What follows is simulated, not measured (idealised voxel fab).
Process module in this document: voxel ribs on slabs
260 nm wide, 5 nm square cells: that's cross-section cut.
The cross-sections in this document take the form of a grid made of square cells. They are written out as bands, in order from top to bottom. Each band consists of one or more rows of cells. The band entry comprises the height of the band's top followed by the height of its bottom, expressed in nm, and subsequently the band's materials from left to right, each stated together with its width in nm. Where a single material is marked with the word "full width", that material fills the band from edge to edge. The word "blank" represents empty space. Note: height 0 marks the level under which the wafer is uniformly one material as received. Lowest band unbounded below, written "0 and below". Per-row width for "30 to 40": begins at first number (top row of band), ends at second number (bottom row), increment between rows held constant. A step reported as "no modifications" is a step in which no cell of the cross-section changed. Any empty space of 8 cells or more lacking an open way to the top shows up in "Completely sealed voids" as width x height at distance, distance from the left edge, in nm. If you see something after the settings on a step's line, that's the simulator's own remark about that step. overlay nm: step with mask; distance mask lay right of planned place; negative value = left of planned place.

Process steps foreseen in the plan:
1. RECEIVE | material Si
2. DIRECTIONAL_DEP | material SiO2 | thk nm 30
3. DIRECTIONAL_DEP | material SiN | thk nm 15
4. PATTERN | tone cover | mask id RIB | material resist | width nm 20 | thk nm 15 | overlay nm 0
5. DIRECTIONAL_ETCH | etch materials SiN | depth nm 10
6. STRIP | etch materials resist
7. PATTERN | tone cover | mask id SLAB | material resist | width nm 50 | thk nm 20 | overlay nm 0
8. DIRECTIONAL_ETCH | etch materials SiN | depth nm 5
9. STRIP | etch materials resist
10. FILL_DEP | material SiO2 | thk nm 20
11. CMP | height nm 60
12. DIRECTIONAL_DEP | material W | thk nm 5
13. PATTERN | tone cover | mask id HEATER | material resist | width nm 30 | thk nm 20 | overlay nm 0
14. DIRECTIONAL_ETCH | etch materials W | depth nm 5
15. STRIP | etch materials resist
16. CONFORMAL_DEP | material SiN | thk nm 10
It is noted that the wafers described herein are identical at the outset and are distinguished by the thk nm of step 12; the value stated in the plan corresponds to the first wafer.

The first of several wafers as received, shown in cross-section; this is its state after step 1:
0 and below  Si full width
Completely sealed voids: none

Gained (+) or lost (-) cells of each material since receipt, then closed voids: one row per wafer, at the end of the module:
thk nm 5, +126 SiN, +606 SiO2, +6 W, Completely sealed voids: none
thk nm 10, +126 SiN, +606 SiO2, +58 W, Completely sealed voids: none
thk nm 15, +126 SiN, +606 SiO2, +110 W, Completely sealed voids: none
thk nm 20, +126 SiN, +606 SiO2, +162 W, Completely sealed voids: none
